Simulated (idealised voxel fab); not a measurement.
process module | voxel self aligned vias
cross-section cut | 285 nm wide | cells 5 nm
A cross-section is a grid of square cells, given in bands from the top down. A band is one or more rows of cells.
Each band's line starts with the height of the band's top and of its bottom, in nm. Then come its materials from left to right, each with its width in nm. One material with "throughout" fills the band from edge to edge. "air" is empty space.
Height 0 is the level under which the wafer as received is all one material. The lowest band goes on downwards, as in "0 down".
A width such as "30 to 40" changes by the same amount from each row of cells to the next, from the band's top row to its bottom row.
"no change" after a step means that no cell of the cross-section changed.
closed voids: empty space of 8 cells or more with no open way to the top, each as width x height at its distance from the left edge, in nm
after a step's settings: what the simulator itself notes on the step
overlay nm, on a step with a mask: how far to the right of its planned place the mask lay; to the left if negative
plan
1 op RECEIVE | material Si
2 op CONFORMAL_DEP | material SiO2 | thk nm 10
3 op CONFORMAL_DEP | material SiCN | thk nm 5
4 op DIRECTIONAL_DEP | material SiO2 | thk nm 25
5 op DIRECTIONAL_DEP | material aC | thk nm 10
6 op PATTERN | tone open | mask id LINES | material resist | width nm 30 | pitch nm 75 | thk nm 30 | overlay nm 0
7 op DIRECTIONAL_ETCH | etch materials aC | depth nm 10
8 op STRIP | etch materials resist
9 op DIRECTIONAL_ETCH | etch materials SiO2 | depth nm 25
10 op STRIP | etch materials aC
11 op CONFORMAL_DEP | material TiN | thk nm 5
12 op FILL_DEP | material Ru | thk nm 10
13 op CMP | height nm 40
14 op SELECTIVE_ETCH | etch materials W Ru TiN | depth nm 10
15 op FILL_DEP | material SiN | thk nm 10
16 op CMP | height nm 40
17 op DIRECTIONAL_DEP | material SiO2 | thk nm 15
18 op PATTERN | tone open | mask id VIAS | material resist | width nm 50 | thk nm 15 | overlay nm 0
19 op DIRECTIONAL_ETCH | etch materials SiO2 | depth nm 5
20 op DIRECTIONAL_ETCH | etch materials SiN | depth nm 10
21 op STRIP | etch materials resist
22 op CONFORMAL_DEP | material TiN | thk nm 5
23 op FILL_DEP | material Ru | thk nm 10
24 op CMP | height nm 55
25 op CONFORMAL_DEP | material SiCN | thk nm 5
varied across the wafers: depth nm of step 19. The plan shows the first wafer's value. All wafers start alike
first wafer as received, after step 1
  0 down: Si throughout
  closed voids: none
each wafer at the end: cells of each material gained (+) or lost (-) since it was received, then its closed voids
depth nm 5 | +16 Ru | +114 SiCN | +24 SiN | +500 SiO2 | +30 TiN | closed voids: none
depth nm 10 | +24 Ru | +114 SiCN | +24 SiN | +490 SiO2 | +32 TiN | closed voids: none
depth nm 15 | +40 Ru | +114 SiCN | +12 SiN | +480 SiO2 | +38 TiN | closed voids: none
depth nm 20 | +44 Ru | +114 SiCN | +12 SiN | +476 SiO2 | +38 TiN | closed voids: none
depth nm 25 | +48 Ru | +114 SiCN | +12 SiN | +472 SiO2 | +38 TiN | closed voids: none
depth nm 30 | +48 Ru | +114 SiCN | +12 SiN | +468 SiO2 | +42 TiN | closed voids: none
